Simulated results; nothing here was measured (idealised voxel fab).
process module | voxel gate over fins
cross-section cut | 250 nm wide | cells 5 nm
A cross-section is a grid of square cells, given in bands from the top down. A band is one or more rows of cells.
Each band's line starts with the height of the band's top and of its bottom, in nm. Then come its materials from left to right, each with its width in nm. One material with "throughout" fills the band from edge to edge. "air" is empty space.
Height 0 is the level under which the wafer as received is all one material. The lowest band goes on downwards, as in "0 down".
A width such as "30 to 40" changes by the same amount from each row of cells to the next, from the band's top row to its bottom row.
"no change" after a step means that no cell of the cross-section changed.
closed voids: empty space of 8 cells or more with no open way to the top, each as width x height at its distance from the left edge, in nm
after a step's settings: what the simulator itself notes on the step
overlay nm, on a step with a mask: how far to the right of its planned place the mask lay; to the left if negative
plan
1 op RECEIVE | material Si
2 op CONFORMAL_DEP | material SiN | thk nm 5
3 op PATTERN | tone cover | mask id FINS | material resist | width nm 15 | pitch nm 35 | thk nm 20 | overlay nm 0
4 op DIRECTIONAL_ETCH | etch materials SiN | depth nm 5
5 op DIRECTIONAL_ETCH | etch materials Si | depth nm 30
6 op STRIP | etch materials resist
7 op FILL_DEP | material SiO2 | thk nm 10
8 op CMP | height nm 5
9 op SELECTIVE_ETCH | etch materials SiO2 | depth nm 15
10 op STRIP | etch materials SiN
11 op CONFORMAL_DEP | material HfO2 | thk nm 5
12 op CONFORMAL_DEP | material TiN | thk nm 5
13 op FILL_DEP | material W | thk nm 15
14 op CMP | height nm 20
15 op CONFORMAL_DEP | material SiN | thk nm 5
as received, after step 1
  0 down: Si throughout
  closed voids: none
a wafer at the end: this start, this plan, one mistake
  25 to 20: SiN throughout
  20 to 10: W throughout
  10 to 5: W 65 | TiN 105 | W 80
  5 to 0: W 65 | TiN 5 | HfO2 25 | TiN 10 | HfO2 25 | TiN 10 | HfO2 25 | TiN 5 | W 80
  0 to -5: TiN 70 | HfO2 5 | Si 15 | HfO2 5 | TiN 10 | HfO2 5 | Si 15 | HfO2 5 | TiN 10 | HfO2 5 | Si 15 | HfO2 5 | TiN 85
  -5 to -10: HfO2 75 | Si 15 | HfO2 20 | Si 15 | HfO2 20 | Si 15 | HfO2 90
  -10 to -30: SiO2 75 | Si 15 | SiO2 20 | Si 15 | SiO2 20 | Si 15 | SiO2 90
  -30 down: Si throughout
  closed voids: none
what went wrong: step 3 ran as: op PATTERN | tone cover | mask id FINS | material resist | width nm 15 | pitch nm 35 | thk nm 20 | overlay nm -5
